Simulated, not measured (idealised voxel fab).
Presented below is a process module, voxel transistor to metal.
It is cross-section cut that appears here, measuring 175 nm in width, its square cells being 5 nm in size.
Throughout this document, each cross-section is represented as a grid of square cells and is presented as a sequence of bands enumerated from the top downward, where a band comprises one or more rows of cells.
Heights first: top, then bottom, in nm. Then materials, left to right, each with a width in nm. "full width" on a single material: fills the band edge to edge. "empty": empty space.
Heads up on the height convention: 0 is the point under which the incoming wafer is all one material, and the lowest band has no bottom, it just keeps going down, like "top 0, no bottom".
Width "30..40": first value at the band's top row of cells, second value at its bottom row, equal change from row to row.
Take "identical to before" at face value: in the step it is given for, the cross-section changed in none of its cells.
Enclosed voids (no open way to top), threshold 8 cells or more, entry "Fully sealed cavities", notation width x height at distance, distance from left edge, nm.
Post-settings text on a step line: simulator's own remark regarding the step.
overlay nm: how far to the right of its planned place the mask lay on this masked step (negative: to the left).
Pairs, read this way: before one process step on the one hand, after it on the other, the after cross-section ending at the lowest band that changed; the step between, settings included, beneath. Same starting wafer throughout, but possibly different runs of this module, so no pair continues from the pair above unless its entry headed "Ex-ante state" says so.
# Ex-ante state
    top 95, bottom 85 = Cu full width
    top 85, bottom 80 = 45 nm TiN; 5 nm Cu; 75 nm TiN; 5 nm Cu; 45 nm TiN
    top 80, bottom 50 = 40 nm SiO2; 5 nm TiN; 5 nm Cu; 5 nm TiN; 65 nm SiO2; 5 nm TiN; 5 nm Cu; 5 nm TiN; 40 nm SiO2
    top 50, bottom 45 = 40 nm SiCN; 15 nm TiN; 65 nm SiCN; 15 nm TiN; 40 nm SiCN
    top 45, bottom 30 = 35 nm lowk; 5 nm SiCN; 15 nm W; 5 nm SiCN; 55 nm lowk; 5 nm SiCN; 15 nm W; 5 nm SiCN; 35 nm lowk
    top 30, bottom 25 = 40 nm SiCN; 15 nm TiN; 65 nm SiCN; 15 nm TiN; 40 nm SiCN
    top 25, bottom 10 = 40 nm SiO2; 5 nm TiN; 5 nm W; 5 nm TiN; 65 nm SiO2; 5 nm TiN; 5 nm W; 5 nm TiN; 40 nm SiO2
    top 10, bottom 5 = 40 nm SiO2; 15 nm TiN; 10 nm SiO2; 5 nm SiN; 5 nm HfO2; 5 nm TiN; 15 nm W; 5 nm TiN; 5 nm HfO2; 5 nm SiN; 10 nm SiO2; 15 nm TiN; 40 nm SiO2
    top 5, bottom 0 = 40 nm SiO2; 10 nm TiN; 15 nm SiGe; 5 nm SiN; 5 nm HfO2; 5 nm TiN; 15 nm W; 5 nm TiN; 5 nm HfO2; 5 nm SiN; 15 nm SiGe; 10 nm TiN; 40 nm SiO2
    top 0, bottom -5 = 40 nm SiO2; 10 nm TiN; 15 nm SiGe; 5 nm SiN; 5 nm HfO2; 25 nm TiN; 5 nm HfO2; 5 nm SiN; 15 nm SiGe; 10 nm TiN; 40 nm SiO2
    top -5, bottom -10 = 35 nm SiO2; 30 nm SiGe; 45 nm HfO2; 30 nm SiGe; 35 nm SiO2
    top -10, bottom -20 = 40 nm SiO2; 25 nm SiGe; 45 nm Si; 25 nm SiGe; 40 nm SiO2
    top -20, bottom -35 = 40 nm SiO2; 95 nm Si; 40 nm SiO2
    top -35, no bottom = Si full width
    Fully sealed cavities: none
# Post-Step Geometry
    top 80, bottom 50 = 40 nm SiO2; 5 nm TiN; 5 nm Cu; 5 nm TiN; 65 nm SiO2; 5 nm TiN; 5 nm Cu; 5 nm TiN; 40 nm SiO2
    Everything under 50 stays put, no change at all.
    Fully sealed cavities: none
As a process note, the step between the before and after cross-sections shown above is CMP with height nm 80
Ex-ante state: as shown after the step in the preceding pair, directly above.
# Post-Step Geometry
    top 85, bottom 80 = SiCN full width
    Everything under 80 stays put, no change at all.
    Fully sealed cavities: none
As a process note, the step between the before and after cross-sections shown above is CONFORMAL_DEP with material SiCN, thk nm 5
# Ex-ante state
    top 95, bottom 85 = Cu full width
    top 85, bottom 80 = 45 nm TiN; 5 nm Cu; 75 nm TiN; 5 nm Cu; 45 nm TiN
    top 80, bottom 50 = 40 nm SiO2; 5 nm TiN; 5 nm Cu; 5 nm TiN; 65 nm SiO2; 5 nm TiN; 5 nm Cu; 5 nm TiN; 40 nm SiO2
    top 50, bottom 45 = 40 nm SiCN; 15 nm TiN; 65 nm SiCN; 15 nm TiN; 40 nm SiCN
    top 45, bottom 30 = 35 nm lowk; 5 nm SiCN; 15 nm W; 5 nm SiCN; 55 nm lowk; 5 nm SiCN; 15 nm W; 5 nm SiCN; 35 nm lowk
    top 30, bottom 25 = 40 nm SiCN; 15 nm TiN; 65 nm SiCN; 15 nm TiN; 40 nm SiCN
    top 25, bottom 10 = 40 nm SiO2; 5 nm TiN; 5 nm W; 5 nm TiN; 65 nm SiO2; 5 nm TiN; 5 nm W; 5 nm TiN; 40 nm SiO2
    top 10, bottom 5 = 40 nm SiO2; 15 nm TiN; 10 nm SiO2; 5 nm SiN; 5 nm HfO2; 5 nm TiN; 15 nm W; 5 nm TiN; 5 nm HfO2; 5 nm SiN; 10 nm SiO2; 15 nm TiN; 40 nm SiO2
    top 5, bottom 0 = 40 nm SiO2; 10 nm TiN; 15 nm SiGe; 5 nm SiN; 5 nm HfO2; 5 nm TiN; 15 nm W; 5 nm TiN; 5 nm HfO2; 5 nm SiN; 15 nm SiGe; 10 nm TiN; 40 nm SiO2
    top 0, bottom -5 = 40 nm SiO2; 10 nm TiN; 15 nm SiGe; 5 nm SiN; 5 nm HfO2; 25 nm TiN; 5 nm HfO2; 5 nm SiN; 15 nm SiGe; 10 nm TiN; 40 nm SiO2
    top -5, bottom -10 = 35 nm SiO2; 30 nm SiGe; 45 nm HfO2; 30 nm SiGe; 35 nm SiO2
    top -10, bottom -20 = 40 nm SiO2; 25 nm SiGe; 45 nm Si; 25 nm SiGe; 40 nm SiO2
    top -20, bottom -35 = 40 nm SiO2; 95 nm Si; 40 nm SiO2
    top -35, no bottom = Si full width
    Fully sealed cavities: none
# Post-Step Geometry
    top 100, bottom 95 = SiCN full width
    Everything under 95 stays put, no change at all.
    Fully sealed cavities: none
As a process note, the step between the before and after cross-sections shown above is CONFORMAL_DEP with material SiCN, thk nm 5
# Ex-ante state
    top 80, bottom 50 = SiO2 full width
    top 50, bottom 45 = SiCN full width
    top 45, bottom 30 = 35 nm lowk; 5 nm SiCN; 15 nm W; 5 nm SiCN; 55 nm lowk; 5 nm SiCN; 15 nm W; 5 nm SiCN; 35 nm lowk
    top 30, bottom 25 = 40 nm SiCN; 15 nm TiN; 65 nm SiCN; 15 nm TiN; 40 nm SiCN
    top 25, bottom 10 = 40 nm SiO2; 5 nm TiN; 5 nm W; 5 nm TiN; 65 nm SiO2; 5 nm TiN; 5 nm W; 5 nm TiN; 40 nm SiO2
    top 10, bottom 5 = 40 nm SiO2; 15 nm TiN; 10 nm SiO2; 5 nm SiN; 5 nm HfO2; 5 nm TiN; 15 nm W; 5 nm TiN; 5 nm HfO2; 5 nm SiN; 10 nm SiO2; 15 nm TiN; 40 nm SiO2
    top 5, bottom 0 = 40 nm SiO2; 10 nm TiN; 15 nm SiGe; 5 nm SiN; 5 nm HfO2; 5 nm TiN; 15 nm W; 5 nm TiN; 5 nm HfO2; 5 nm SiN; 15 nm SiGe; 10 nm TiN; 40 nm SiO2
    top 0, bottom -5 = 40 nm SiO2; 10 nm TiN; 15 nm SiGe; 5 nm SiN; 5 nm HfO2; 25 nm TiN; 5 nm HfO2; 5 nm SiN; 15 nm SiGe; 10 nm TiN; 40 nm SiO2
    top -5, bottom -10 = 35 nm SiO2; 30 nm SiGe; 45 nm HfO2; 30 nm SiGe; 35 nm SiO2
    top -10, bottom -20 = 40 nm SiO2; 25 nm SiGe; 45 nm Si; 25 nm SiGe; 40 nm SiO2
    top -20, bottom -35 = 40 nm SiO2; 95 nm Si; 40 nm SiO2
    top -35, no bottom = Si full width
    Fully sealed cavities: none
# Post-Step Geometry
    top 110, bottom 50 = SiO2 full width
    Everything under 50 stays put, no change at all.
    Fully sealed cavities: none
As a process note, the step between the before and after cross-sections shown above is DIRECTIONAL_DEP with material SiO2, thk nm 30
Ex-ante state: as shown after the step in the preceding pair, directly above.
# Post-Step Geometry
    top 125, bottom 110 = 40 nm resist; 15 nm empty; 65 nm resist; 15 nm empty; 40 nm resist
    Everything under 110 stays put, no change at all.
    Fully sealed cavities: none
As a process note, the step between the before and after cross-sections shown above is PATTERN with tone open, mask id METAL_2, material resist, width nm 15, pitch nm 80, thk nm 15, overlay nm 0
Ex-ante state: as shown after the step in the preceding pair, directly above.
# Post-Step Geometry
    top 125, bottom 110 = 40 nm resist; 15 nm empty; 65 nm resist; 15 nm empty; 40 nm resist
    top 110, bottom 95 = 40 nm SiO2; 15 nm empty; 65 nm SiO2; 15 nm empty; 40 nm SiO2
    Everything under 95 stays put, no change at all.
    Fully sealed cavities: none
As a process note, the step between the before and after cross-sections shown above is DIRECTIONAL_ETCH with etch materials SiO2, depth nm 15
Ex-ante state: as shown after the step in the preceding pair, directly above.
# Post-Step Geometry
    top 110, bottom 95 = 40 nm SiO2; 15 nm empty; 65 nm SiO2; 15 nm empty; 40 nm SiO2
    Everything under 95 stays put, no change at all.
    Fully sealed cavities: none
As a process note, the step between the before and after cross-sections shown above is STRIP with etch materials resist
Ex-ante state: as shown after the step in the preceding pair, directly above.
# Post-Step Geometry
    top 120, bottom 110 = 40 nm aC; 15 nm empty; 65 nm aC; 15 nm empty; 40 nm aC
    top 110, bottom 105 = 40 nm SiO2; 15 nm empty; 65 nm SiO2; 15 nm empty; 40 nm SiO2
    top 105, bottom 95 = 40 nm SiO2; 15 nm aC; 65 nm SiO2; 15 nm aC; 40 nm SiO2
    Everything under 95 stays put, no change at all.
    Fully sealed cavities: none
As a process note, the step between the before and after cross-sections shown above is DIRECTIONAL_DEP with material aC, thk nm 10
Ex-ante state: as shown after the step in the preceding pair, directly above.
# Post-Step Geometry
    top 150, bottom 120 = 40 nm resist; 15 nm empty; 65 nm resist; 15 nm empty; 40 nm resist
    Everything under 120 stays put, no change at all.
    Fully sealed cavities: none
As a process note, the step between the before and after cross-sections shown above is PATTERN with tone open, mask id METAL_2_HOLES, material resist, width nm 15, pitch nm 80, thk nm 30, overlay nm 0
Ex-ante state: as shown after the step in the preceding pair, directly above.
# Post-Step Geometry
    top 140, bottom 120 = 40 nm resist; 15 nm empty; 65 nm resist; 15 nm empty; 40 nm resist
    top 120, bottom 110 = 40 nm aC; 15 nm empty; 65 nm aC; 15 nm empty; 40 nm aC
    top 110, bottom 95 = 40 nm SiO2; 15 nm empty; 65 nm SiO2; 15 nm empty; 40 nm SiO2
    Everything under 95 stays put, no change at all.
    Fully sealed cavities: none
As a process note, the step between the before and after cross-sections shown above is DIRECTIONAL_ETCH with etch materials aC, depth nm 10
Ex-ante state: as shown after the step in the preceding pair, directly above.
# Post-Step Geometry
    top 120, bottom 110 = 40 nm aC; 15 nm empty; 65 nm aC; 15 nm empty; 40 nm aC
    Everything under 110 stays put, no change at all.
    Fully sealed cavities: none
As a process note, the step between the before and after cross-sections shown above is STRIP with etch materials resist
Ex-ante state: as shown after the step in the preceding pair, directly above.
# Post-Step Geometry
    top 120, bottom 110 = 40 nm aC; 15 nm empty; 65 nm aC; 15 nm empty; 40 nm aC
    top 110, bottom 80 = 40 nm SiO2; 15 nm empty; 65 nm SiO2; 15 nm empty; 40 nm SiO2
    Everything under 80 stays put, no change at all.
    Fully sealed cavities: none
As a process note, the step between the before and after cross-sections shown above is DIRECTIONAL_ETCH with etch materials SiO2, depth nm 15
Ex-ante state: as shown after the step in the preceding pair, directly above.
# Post-Step Geometry
    top 110, bottom 80 = 40 nm SiO2; 15 nm empty; 65 nm SiO2; 15 nm empty; 40 nm SiO2
    Everything under 80 stays put, no change at all.
    Fully sealed cavities: none
As a process note, the step between the before and after cross-sections shown above is STRIP with etch materials aC
Ex-ante state: as shown after the step in the preceding pair, directly above.
# Post-Step Geometry
    top 115, bottom 110 = 45 nm TiN; 5 nm empty; 75 nm TiN; 5 nm empty; 45 nm TiN
    top 110, bottom 85 = 40 nm SiO2; 5 nm TiN; 5 nm empty; 5 nm TiN; 65 nm SiO2; 5 nm TiN; 5 nm empty; 5 nm TiN; 40 nm SiO2
    top 85, bottom 80 = 40 nm SiO2; 15 nm TiN; 65 nm SiO2; 15 nm TiN; 40 nm SiO2
    Everything under 80 stays put, no change at all.
    Fully sealed cavities: none
As a process note, the step between the before and after cross-sections shown above is CONFORMAL_DEP with material TiN, thk nm 5
Ex-ante state: as shown after the step in the preceding pair, directly above.
# Post-Step Geometry
    top 125, bottom 115 = Cu full width
    top 115, bottom 110 = 45 nm TiN; 5 nm Cu; 75 nm TiN; 5 nm Cu; 45 nm TiN
    top 110, bottom 85 = 40 nm SiO2; 5 nm TiN; 5 nm Cu; 5 nm TiN; 65 nm SiO2; 5 nm TiN; 5 nm Cu; 5 nm TiN; 40 nm SiO2
    Everything under 85 stays put, no change at all.
    Fully sealed cavities: none
As a process note, the step between the before and after cross-sections shown above is FILL_DEP with material Cu, thk nm 10
Ex-ante state: as shown after the step in the preceding pair, directly above.
# Post-Step Geometry
    top 80, bottom 50 = SiO2 full width
    Everything under 50 stays put, no change at all.
    Fully sealed cavities: none
As a process note, the step between the before and after cross-sections shown above is CMP with height nm 80
Ex-ante state: as shown after the step in the preceding pair, directly above.
# Post-Step Geometry
    top 85, bottom 80 = SiCN full width
    Everything under 80 stays put, no change at all.
    Fully sealed cavities: none
As a process note, the step between the before and after cross-sections shown above is CONFORMAL_DEP with material SiCN, thk nm 5
# Ex-ante state
    top 15, bottom 0 = 35 nm empty; 105 nm SiN; 35 nm empty
    top 0, bottom -5 = SiO2 full width
    top -5, bottom -35 = 40 nm SiO2; 95 nm Si; 40 nm SiO2
    top -35, no bottom = Si full width
    Fully sealed cavities: none
# Post-Step Geometry
    top 15, bottom 0 = 35 nm empty; 105 nm SiN; 35 nm empty
    top 0, bottom -5 = 40 nm empty; 95 nm SiO2; 40 nm empty
    Everything under -5 stays put, no change at all.
    Fully sealed cavities: none
As a process note, the step between the before and after cross-sections shown above is SELECTIVE_ETCH with etch materials SiO2, depth nm 5
Ex-ante state: as shown after the step in the preceding pair, directly above.
# Post-Step Geometry
    top 0, bottom -5 = 40 nm empty; 95 nm SiO2; 40 nm empty
    Everything under -5 stays put, no change at all.
    Fully sealed cavities: none
As a process note, the step between the before and after cross-sections shown above is STRIP with etch materials SiN
Ex-ante state: as shown after the step in the preceding pair, directly above.
# Post-Step Geometry
    top 20, bottom 15 = 40 nm empty; 95 nm polySi; 40 nm empty
    top 15, bottom 0 = polySi full width
    top 0, bottom -5 = 40 nm polySi; 95 nm SiO2; 40 nm polySi
    Everything under -5 stays put, no change at all.
    Fully sealed cavities: none
As a process note, the step between the before and after cross-sections shown above is DIRECTIONAL_DEP with material polySi, thk nm 20
Ex-ante state: as shown after the step in the preceding pair, directly above.
# Post-Step Geometry
    top 30, bottom 25 = 40 nm empty; 95 nm SiCN; 40 nm empty
    top 25, bottom 20 = SiCN full width
    top 20, bottom 15 = 40 nm SiCN; 95 nm polySi; 40 nm SiCN
    Everything under 15 stays put, no change at all.
    Fully sealed cavities: none
As a process note, the step between the before and after cross-sections shown above is DIRECTIONAL_DEP with material SiCN, thk nm 10
Ex-ante state: as shown after the step in the preceding pair, directly above.
# Post-Step Geometry
    top 45, bottom 40 = 40 nm empty; 95 nm aC; 40 nm empty
    top 40, bottom 30 = aC full width
    top 30, bottom 25 = 40 nm aC; 95 nm SiCN; 40 nm aC
    Everything under 25 stays put, no change at all.
    Fully sealed cavities: none
As a process note, the step between the before and after cross-sections shown above is DIRECTIONAL_DEP with material aC, thk nm 15
Ex-ante state: as shown after the step in the preceding pair, directly above.
# Post-Step Geometry
    top 80, bottom 45 = 70 nm empty; 35 nm resist; 70 nm empty
    Everything under 45 stays put, no change at all.
    Fully sealed cavities: none
As a process note, the step between the before and after cross-sections shown above is PATTERN with tone cover, mask id GATE, material resist, width nm 35, thk nm 35, overlay nm 0
Ex-ante state: as shown after the step in the preceding pair, directly above.
# Post-Step Geometry
    top 65, bottom 45 = 70 nm empty; 35 nm resist; 70 nm empty
    top 45, bottom 30 = 70 nm empty; 35 nm aC; 70 nm empty
    top 30, bottom 25 = 40 nm empty; 95 nm SiCN; 40 nm empty
    Everything under 25 stays put, no change at all.
    Fully sealed cavities: none
As a process note, the step between the before and after cross-sections shown above is DIRECTIONAL_ETCH with etch materials aC, depth nm 15
Ex-ante state: as shown after the step in the preceding pair, directly above.
# Post-Step Geometry
    top 45, bottom 30 = 70 nm empty; 35 nm aC; 70 nm empty
    Everything under 30 stays put, no change at all.
    Fully sealed cavities: none
As a process note, the step between the before and after cross-sections shown above is STRIP with etch materials resist
Ex-ante state: as shown after the step in the preceding pair, directly above.
# Post-Step Geometry
    top 45, bottom 30 = 70 nm empty; 35 nm aC; 70 nm empty
    top 30, bottom 20 = 70 nm empty; 35 nm SiCN; 70 nm empty
    top 20, bottom 15 = 40 nm empty; 95 nm polySi; 40 nm empty
    Everything under 15 stays put, no change at all.
    Fully sealed cavities: none
As a process note, the step between the before and after cross-sections shown above is DIRECTIONAL_ETCH with etch materials SiCN, depth nm 20
Ex-ante state: as shown after the step in the preceding pair, directly above.
# Post-Step Geometry
    top 45, bottom 30 = 70 nm empty; 35 nm aC; 70 nm empty
    top 30, bottom 20 = 70 nm empty; 35 nm SiCN; 70 nm empty
    top 20, bottom 0 = 70 nm empty; 35 nm polySi; 70 nm empty
    top 0, bottom -5 = 40 nm empty; 95 nm SiO2; 40 nm empty
    Everything under -5 stays put, no change at all.
    Fully sealed cavities: none
As a process note, the step between the before and after cross-sections shown above is DIRECTIONAL_ETCH with etch materials polySi, depth nm 30
Ex-ante state: as shown after the step in the preceding pair, directly above.
# Post-Step Geometry
    top 30, bottom 20 = 70 nm empty; 35 nm SiCN; 70 nm empty
    Everything under 20 stays put, no change at all.
    Fully sealed cavities: none
As a process note, the step between the before and after cross-sections shown above is STRIP with etch materials aC
Ex-ante state: as shown after the step in the preceding pair, directly above.
# Post-Step Geometry
    top 35, bottom 30 = 65 nm empty; 45 nm SiN; 65 nm empty
    top 30, bottom 20 = 65 nm empty; 5 nm SiN; 35 nm SiCN; 5 nm SiN; 65 nm empty
    top 20, bottom 5 = 65 nm empty; 5 nm SiN; 35 nm polySi; 5 nm SiN; 65 nm empty
    top 5, bottom 0 = 35 nm empty; 35 nm SiN; 35 nm polySi; 35 nm SiN; 35 nm empty
    top 0, bottom -5 = 40 nm SiN; 95 nm SiO2; 40 nm SiN
    Everything under -5 stays put, no change at all.
    Fully sealed cavities: none
As a process note, the step between the before and after cross-sections shown above is CONFORMAL_DEP with material SiN, thk nm 5
Ex-ante state: as shown after the step in the preceding pair, directly above.
# Post-Step Geometry
    top 30, bottom 20 = 65 nm empty; 5 nm SiN; 35 nm SiCN; 5 nm SiN; 65 nm empty
    top 20, bottom 0 = 65 nm empty; 5 nm SiN; 35 nm polySi; 5 nm SiN; 65 nm empty
    top 0, bottom -5 = 35 nm empty; 5 nm SiN; 95 nm SiO2; 5 nm SiN; 35 nm empty
    Everything under -5 stays put, no change at all.
    Fully sealed cavities: none
As a process note, the step between the before and after cross-sections shown above is DIRECTIONAL_ETCH with etch materials SiN, depth nm 5
Ex-ante state: as shown after the step in the preceding pair, directly above.
# Post-Step Geometry
    top 30, bottom 20 = 65 nm empty; 5 nm SiN; 35 nm SiCN; 5 nm SiN; 65 nm empty
    top 20, bottom 0 = 65 nm empty; 5 nm SiN; 35 nm polySi; 5 nm SiN; 65 nm empty
    top 0, bottom -5 = 35 nm empty; 5 nm SiN; 25 nm empty; 45 nm SiO2; 25 nm empty; 5 nm SiN; 35 nm empty
    top -5, bottom -10 = 35 nm empty; 5 nm SiO2; 95 nm Si; 5 nm SiO2; 35 nm empty
    Everything under -10 stays put, no change at all.
    Fully sealed cavities: none
As a process note, the step between the before and after cross-sections shown above is DIRECTIONAL_ETCH with etch materials SiO2, depth nm 5
Ex-ante state: as shown after the step in the preceding pair, directly above.
# Post-Step Geometry
    top 30, bottom 20 = 65 nm empty; 5 nm SiN; 35 nm SiCN; 5 nm SiN; 65 nm empty
    top 20, bottom 0 = 65 nm empty; 5 nm SiN; 35 nm polySi; 5 nm SiN; 65 nm empty
    top 0, bottom -5 = 35 nm empty; 5 nm SiN; 25 nm empty; 45 nm SiO2; 25 nm empty; 5 nm SiN; 35 nm empty
    top -5, bottom -10 = 35 nm empty; 5 nm SiO2; 25 nm empty; 45 nm Si; 25 nm empty; 5 nm SiO2; 35 nm empty
    top -10, bottom -15 = 40 nm SiO2; 25 nm empty; 45 nm Si; 25 nm empty; 40 nm SiO2
    Everything under -15 stays put, no change at all.
    Fully sealed cavities: none
As a process note, the step between the before and after cross-sections shown above is DIRECTIONAL_ETCH with etch materials Si, depth nm 10
Ex-ante state: as shown after the step in the preceding pair, directly above.
# Post-Step Geometry
    top 30, bottom 20 = 65 nm empty; 5 nm SiN; 35 nm SiCN; 5 nm SiN; 65 nm empty
    top 20, bottom 10 = 65 nm empty; 5 nm SiN; 35 nm polySi; 5 nm SiN; 65 nm empty
    top 10, bottom 0 = 50 nm empty; 15 nm SiGe; 5 nm SiN; 35 nm polySi; 5 nm SiN; 15 nm SiGe; 50 nm empty
    top 0, bottom -5 = 35 nm empty; 5 nm SiN; 25 nm SiGe; 45 nm SiO2; 25 nm SiGe; 5 nm SiN; 35 nm empty
    top -5, bottom -10 = 35 nm empty; 5 nm SiO2; 25 nm SiGe; 45 nm Si; 25 nm SiGe; 5 nm SiO2; 35 nm empty
    top -10, bottom -15 = 40 nm SiO2; 25 nm SiGe; 45 nm Si; 25 nm SiGe; 40 nm SiO2
    Everything under -15 stays put, no change at all.
    Fully sealed cavities: none
As a process note, the step between the before and after cross-sections shown above is EPI with material SiGe, thk nm 15
Ex-ante state: as shown after the step in the preceding pair, directly above.
# Post-Step Geometry
    top 35, bottom 30 = SiO2 full width
    top 30, bottom 20 = 65 nm SiO2; 5 nm SiN; 35 nm SiCN; 5 nm SiN; 65 nm SiO2
    top 20, bottom 10 = 65 nm SiO2; 5 nm SiN; 35 nm polySi; 5 nm SiN; 65 nm SiO2
    top 10, bottom 0 = 50 nm SiO2; 15 nm SiGe; 5 nm SiN; 35 nm polySi; 5 nm SiN; 15 nm SiGe; 50 nm SiO2
    top 0, bottom -5 = 35 nm SiO2; 5 nm SiN; 25 nm SiGe; 45 nm SiO2; 25 nm SiGe; 5 nm SiN; 35 nm SiO2
    top -5, bottom -15 = 40 nm SiO2; 25 nm SiGe; 45 nm Si; 25 nm SiGe; 40 nm SiO2
    Everything under -15 stays put, no change at all.
    Fully sealed cavities: none
As a process note, the step between the before and after cross-sections shown above is FILL_DEP with material SiO2, thk nm 5
Ex-ante state: as shown after the step in the preceding pair, directly above.
# Post-Step Geometry
    top 15, bottom 10 = 65 nm SiO2; 5 nm SiN; 35 nm polySi; 5 nm SiN; 65 nm SiO2
    Everything under 10 stays put, no change at all.
    Fully sealed cavities: none
As a process note, the step between the before and after cross-sections shown above is CMP with height nm 15
Ex-ante state: as shown after the step in the preceding pair, directly above.
# Post-Step Geometry
    top 15, bottom 10 = 65 nm SiO2; 5 nm SiN; 35 nm empty; 5 nm SiN; 65 nm SiO2
    top 10, bottom 0 = 50 nm SiO2; 15 nm SiGe; 5 nm SiN; 35 nm empty; 5 nm SiN; 15 nm SiGe; 50 nm SiO2
    Everything under 0 stays put, no change at all.
    Fully sealed cavities: none
As a process note, the step between the before and after cross-sections shown above is STRIP with etch materials polySi
Ex-ante state: as shown after the step in the preceding pair, directly above.
# Post-Step Geometry
    top 15, bottom 10 = 65 nm empty; 5 nm SiN; 35 nm empty; 5 nm SiN; 65 nm empty
    top 10, bottom 0 = 50 nm SiO2; 15 nm SiGe; 5 nm SiN; 35 nm empty; 5 nm SiN; 15 nm SiGe; 50 nm SiO2
    top 0, bottom -5 = 35 nm SiO2; 5 nm SiN; 25 nm SiGe; 45 nm empty; 25 nm SiGe; 5 nm SiN; 35 nm SiO2
    Everything under -5 stays put, no change at all.
    Fully sealed cavities: none
As a process note, the step between the before and after cross-sections shown above is SELECTIVE_ETCH with etch materials SiO2, depth nm 5
Ex-ante state: as shown after the step in the preceding pair, directly above.
# Post-Step Geometry
    top 20, bottom 15 = 60 nm empty; 15 nm HfO2; 25 nm empty; 15 nm HfO2; 60 nm empty
    top 15, bottom 10 = 65 nm HfO2; 5 nm SiN; 5 nm HfO2; 25 nm empty; 5 nm HfO2; 5 nm SiN; 65 nm HfO2
    top 10, bottom 0 = 50 nm SiO2; 15 nm SiGe; 5 nm SiN; 5 nm HfO2; 25 nm empty; 5 nm HfO2; 5 nm SiN; 15 nm SiGe; 50 nm SiO2
    top 0, bottom -5 = 35 nm SiO2; 5 nm SiN; 25 nm SiGe; 45 nm HfO2; 25 nm SiGe; 5 nm SiN; 35 nm SiO2
    Everything under -5 stays put, no change at all.
    Fully sealed cavities: none
As a process note, the step between the before and after cross-sections shown above is CONFORMAL_DEP with material HfO2, thk nm 5
Ex-ante state: as shown after the step in the preceding pair, directly above.
# Post-Step Geometry
    top 25, bottom 20 = 55 nm empty; 25 nm TiN; 15 nm empty; 25 nm TiN; 55 nm empty
    top 20, bottom 15 = 60 nm TiN; 15 nm HfO2; 5 nm TiN; 15 nm empty; 5 nm TiN; 15 nm HfO2; 60 nm TiN
    top 15, bottom 10 = 65 nm HfO2; 5 nm SiN; 5 nm HfO2; 5 nm TiN; 15 nm empty; 5 nm TiN; 5 nm HfO2; 5 nm SiN; 65 nm HfO2
    top 10, bottom 5 = 50 nm SiO2; 15 nm SiGe; 5 nm SiN; 5 nm HfO2; 5 nm TiN; 15 nm empty; 5 nm TiN; 5 nm HfO2; 5 nm SiN; 15 nm SiGe; 50 nm SiO2
    top 5, bottom 0 = 50 nm SiO2; 15 nm SiGe; 5 nm SiN; 5 nm HfO2; 25 nm TiN; 5 nm HfO2; 5 nm SiN; 15 nm SiGe; 50 nm SiO2
    Everything under 0 stays put, no change at all.
    Fully sealed cavities: none
As a process note, the step between the before and after cross-sections shown above is CONFORMAL_DEP with material TiN, thk nm 5
Ex-ante state: as shown after the step in the preceding pair, directly above.
# Post-Step Geometry
    top 30, bottom 25 = W full width
    top 25, bottom 20 = 55 nm W; 25 nm TiN; 15 nm W; 25 nm TiN; 55 nm W
    top 20, bottom 15 = 60 nm TiN; 15 nm HfO2; 5 nm TiN; 15 nm W; 5 nm TiN; 15 nm HfO2; 60 nm TiN
    top 15, bottom 10 = 65 nm HfO2; 5 nm SiN; 5 nm HfO2; 5 nm TiN; 15 nm W; 5 nm TiN; 5 nm HfO2; 5 nm SiN; 65 nm HfO2
    top 10, bottom 5 = 50 nm SiO2; 15 nm SiGe; 5 nm SiN; 5 nm HfO2; 5 nm TiN; 15 nm W; 5 nm TiN; 5 nm HfO2; 5 nm SiN; 15 nm SiGe; 50 nm SiO2
    Everything under 5 stays put, no change at all.
    Fully sealed cavities: none
As a process note, the step between the before and after cross-sections shown above is FILL_DEP with material W, thk nm 5
Ex-ante state: as shown after the step in the preceding pair, directly above.
# Post-Step Geometry
    top 10, bottom 5 = 50 nm SiO2; 15 nm SiGe; 5 nm SiN; 5 nm HfO2; 5 nm TiN; 15 nm W; 5 nm TiN; 5 nm HfO2; 5 nm SiN; 15 nm SiGe; 50 nm SiO2
    Everything under 5 stays put, no change at all.
    Fully sealed cavities: none
As a process note, the step between the before and after cross-sections shown above is CMP with height nm 10
Ex-ante state: as shown after the step in the preceding pair, directly above.
# Post-Step Geometry
    top 25, bottom 10 = SiO2 full width
    Everything under 10 stays put, no change at all.
    Fully sealed cavities: none
As a process note, the step between the before and after cross-sections shown above is DIRECTIONAL_DEP with material SiO2, thk nm 15
Ex-ante state: as shown after the step in the preceding pair, directly above.
# Post-Step Geometry
    top 25, bottom 10 = 40 nm SiO2; 15 nm empty; 65 nm SiO2; 15 nm empty; 40 nm SiO2
    top 10, bottom 5 = 40 nm SiO2; 10 nm empty; 15 nm SiGe; 5 nm SiN; 5 nm HfO2; 5 nm TiN; 15 nm W; 5 nm TiN; 5 nm HfO2; 5 nm SiN; 15 nm SiGe; 10 nm empty; 40 nm SiO2
    top 5, bottom 0 = 40 nm SiO2; 10 nm empty; 15 nm SiGe; 5 nm SiN; 5 nm HfO2; 25 nm TiN; 5 nm HfO2; 5 nm SiN; 15 nm SiGe; 10 nm empty; 40 nm SiO2
    Everything under 0 stays put, no change at all.
    Fully sealed cavities: none
As a process note, the step between the before and after cross-sections shown above is MASKED_ETCH with tone open, mask id CONTACT, width nm 15, pitch nm 80, etch materials SiO2, depth nm 30, overlay nm 0
Ex-ante state: as shown after the step in the preceding pair, directly above.
# Post-Step Geometry
    top 30, bottom 25 = 45 nm TiN; 5 nm empty; 75 nm TiN; 5 nm empty; 45 nm TiN
    top 25, bottom 15 = 40 nm SiO2; 5 nm TiN; 5 nm empty; 5 nm TiN; 65 nm SiO2; 5 nm TiN; 5 nm empty; 5 nm TiN; 40 nm SiO2
    top 15, bottom 10 = 40 nm SiO2; 15 nm TiN; 65 nm SiO2; 15 nm TiN; 40 nm SiO2
    top 10, bottom 5 = 40 nm SiO2; 10 nm TiN; 15 nm SiGe; 5 nm SiN; 5 nm HfO2; 5 nm TiN; 15 nm W; 5 nm TiN; 5 nm HfO2; 5 nm SiN; 15 nm SiGe; 10 nm TiN; 40 nm SiO2
    top 5, bottom 0 = 40 nm SiO2; 10 nm TiN; 15 nm SiGe; 5 nm SiN; 5 nm HfO2; 25 nm TiN; 5 nm HfO2; 5 nm SiN; 15 nm SiGe; 10 nm TiN; 40 nm SiO2
    Everything under 0 stays put, no change at all.
    Fully sealed cavities: none
As a process note, the step between the before and after cross-sections shown above is CONFORMAL_DEP with material TiN, thk nm 5
Ex-ante state: as shown after the step in the preceding pair, directly above.
# Post-Step Geometry
    top 35, bottom 30 = W full width
    top 30, bottom 25 = 45 nm TiN; 5 nm W; 75 nm TiN; 5 nm W; 45 nm TiN
    top 25, bottom 15 = 40 nm SiO2; 5 nm TiN; 5 nm W; 5 nm TiN; 65 nm SiO2; 5 nm TiN; 5 nm W; 5 nm TiN; 40 nm SiO2
    Everything under 15 stays put, no change at all.
    Fully sealed cavities: none
As a process note, the step between the before and after cross-sections shown above is FILL_DEP with material W, thk nm 5
